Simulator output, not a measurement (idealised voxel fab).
The process module presented herein is designated voxel double patterning.
Shown is cross-section cut, with a width of 215 nm and square cells of size 5 nm.
If you're reading a cross-section in this doc, picture square cells in a grid; it comes to you as bands, top ones listed first down to the bottom, and a band can be one or more rows of cells.
In this notation a band is specified by the heights of its top and bottom, in that order and in nm, after which its materials appear from left to right, each paired with its width in nm. The word "all across" attached to a single material means that material fills the band from edge to edge; the word "blank" stands for empty space.
For the purposes of this specification, 0 denotes the height below which the wafer in its as-received condition is composed wholly of one material, and the lowermost band, lacking a lower limit, extends downward without end, as expressed in "0 -> down".
Read "30..40" as a graded width: first number on top, second number at the bottom, same change between each pair of neighbouring rows.
"remained unchanged" (step): cross-section cells unchanged, all of them.
The label "Closed void inventory" introduces a list of the empty spaces, 8 cells or larger, that have no open way up to the top; each entry in it reads width x height at distance, where the distance is taken from the left edge and all three are stated in nm.
That trailing text on a step's line, after the settings, is the simulator's own remark on the step.
Each step line may optionally specify "overlay nm", which for a step with a mask gives the rightward distance between the mask's planned place and where it lay, a negative value indicating the leftward direction.

Intended process steps:
step 1: RECEIVE | material Si
step 2: CONFORMAL_DEP | material SiO2 | thk nm 5
step 3: DIRECTIONAL_DEP | material TiN | thk nm 20
step 4: DIRECTIONAL_DEP | material SiCN | thk nm 5
step 5: PATTERN | tone open | mask id FIRST | material resist | width nm 15 | pitch nm 50 | thk nm 15 | overlay nm 0
step 6: DIRECTIONAL_ETCH | etch materials SiCN | depth nm 5
step 7: STRIP | etch materials resist
step 8: PATTERN | tone open | mask id SECOND | material resist | width nm 15 | thk nm 20 | overlay nm 0
step 9: DIRECTIONAL_ETCH | etch materials SiCN | depth nm 5
step 10: STRIP | etch materials resist
step 11: DIRECTIONAL_ETCH | etch materials TiN | depth nm 20
step 12: STRIP | etch materials SiCN

So this is the incoming wafer in cross-section - it's already been through step 1:
- 0 -> down: Si all across
- Closed void inventory: none

Cross-section taken at module completion on the first of two wafers; processed per the plan:
- 25 -> 5: TiN 75 | blank 15 | TiN 10 | blank 15 | TiN 10 | blank 15 | TiN 75
- 5 -> 0: SiO2 all across
- 0 -> down: Si all across
- Closed void inventory: none

Here's the second of our two wafers sectioned at module end. Same start as the first, same plan, but one mistake got made running it:
- 45 -> 25: TiN 75 | blank 15 | TiN 10 | blank 15 | TiN 10 | blank 15 | TiN 75
- 25 -> 5: TiN all across
- 5 -> 0: SiO2 all across
- 0 -> down: Si all across
- Closed void inventory: none
Against the plan, the run slipped here: regarding the plan, step 3 was run twice
Count the cells at the end and the second wafer has more or fewer of some materials than the first: TiN +172
